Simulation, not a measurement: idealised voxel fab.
process module | voxel ribs on slabs
The cross-section shown here is cut; it is 270 nm wide and divided into square cells measuring 5 nm on a side.
Just so we're on the same page, the cross-sections are grids of square cells, and they're listed out in bands top to bottom, each band one or more rows deep.
Band: top height; bottom height; in nm. Then, left to right: material with width in nm, for each material. "throughout": a single material spanning edge to edge. "air": empty space.
All heights in this document are referenced to 0, defined as the level beneath which the wafer, as received, consists entirely of one material. The lowest band is not bounded below; it extends indefinitely downward and is written in the form "0 -> down".
A width such as "30 to 40" changes by the same amount from each row of cells to the next, from the band's top row to its bottom row.
When a step is marked "nothing altered", none of the cells in the cross-section changed during that step.
"Entrapped void list" enumerates empty spaces isolated from the top, with no open way to it, that contain at least 8 cells, giving each as width x height at distance from the left edge, all three in nm.
Note: text after step settings on the step line = simulator remark on that step.
overlay nm: right-of-plan distance of the mask on a masked step; negative values mean left-of-plan.
-- Intended process steps
1 op RECEIVE | material Si
2 op DIRECTIONAL_DEP | material SiO2 | thk nm 30
3 op DIRECTIONAL_DEP | material polySi | thk nm 25
4 op MASKED_ETCH | tone cover | mask id RIB | width nm 20 | etch materials polySi | depth nm 5 | overlay nm 0
5 op MASKED_ETCH | tone cover | mask id SLAB | width nm 80 | etch materials polySi | depth nm 20 | overlay nm 0
6 op FILL_DEP | material SiO2 | thk nm 30
7 op CMP | height nm 75
8 op DIRECTIONAL_DEP | material W | thk nm 10
9 op PATTERN | tone cover | mask id HEATER | material resist | width nm 30 | thk nm 15 | overlay nm 0
10 op DIRECTIONAL_ETCH | etch materials W | depth nm 10
11 op STRIP | etch materials resist
12 op CONFORMAL_DEP | material SiO2 | thk nm 10
-- The cross-section here shows the wafer as received, i.e. in its state after step 1
0 -> down: Si throughout
Entrapped void list: none
-- First of two wafers, end-of-module section, run followed plan
95 -> 85: 110 nm air, 50 nm SiO2, 110 nm air
85 -> 75: 120 nm SiO2, 30 nm W, 120 nm SiO2
75 -> 55: SiO2 throughout
55 -> 50: 125 nm SiO2, 20 nm polySi, 125 nm SiO2
50 -> 30: 95 nm SiO2, 80 nm polySi, 95 nm SiO2
30 -> 0: SiO2 throughout
0 -> down: Si throughout
Entrapped void list: none
-- Cross-sectional image of the second wafer of the two following completion of the module. Starting state and process plan were the same as for the first wafer; one execution error occurred
95 -> 85: 110 nm air, 50 nm SiO2, 110 nm air
85 -> 75: 120 nm SiO2, 30 nm W, 120 nm SiO2
75 -> 55: SiO2 throughout
55 -> 50: 120 nm SiO2, 30 nm polySi, 120 nm SiO2
50 -> 30: 95 nm SiO2, 80 nm polySi, 95 nm SiO2
30 -> 0: SiO2 throughout
0 -> down: Si throughout
Entrapped void list: none
What broke from the plan during processing? heads up, step 4 didn't go per plan, it actually ran as op MASKED_ETCH | tone cover | mask id RIB | width nm 30 | etch materials polySi | depth nm 5 | overlay nm 0
Once processing is complete, comparing cell counts shows that the second wafer has more or fewer of certain materials than the first: 2 fewer of SiO2, 2 more of polySi
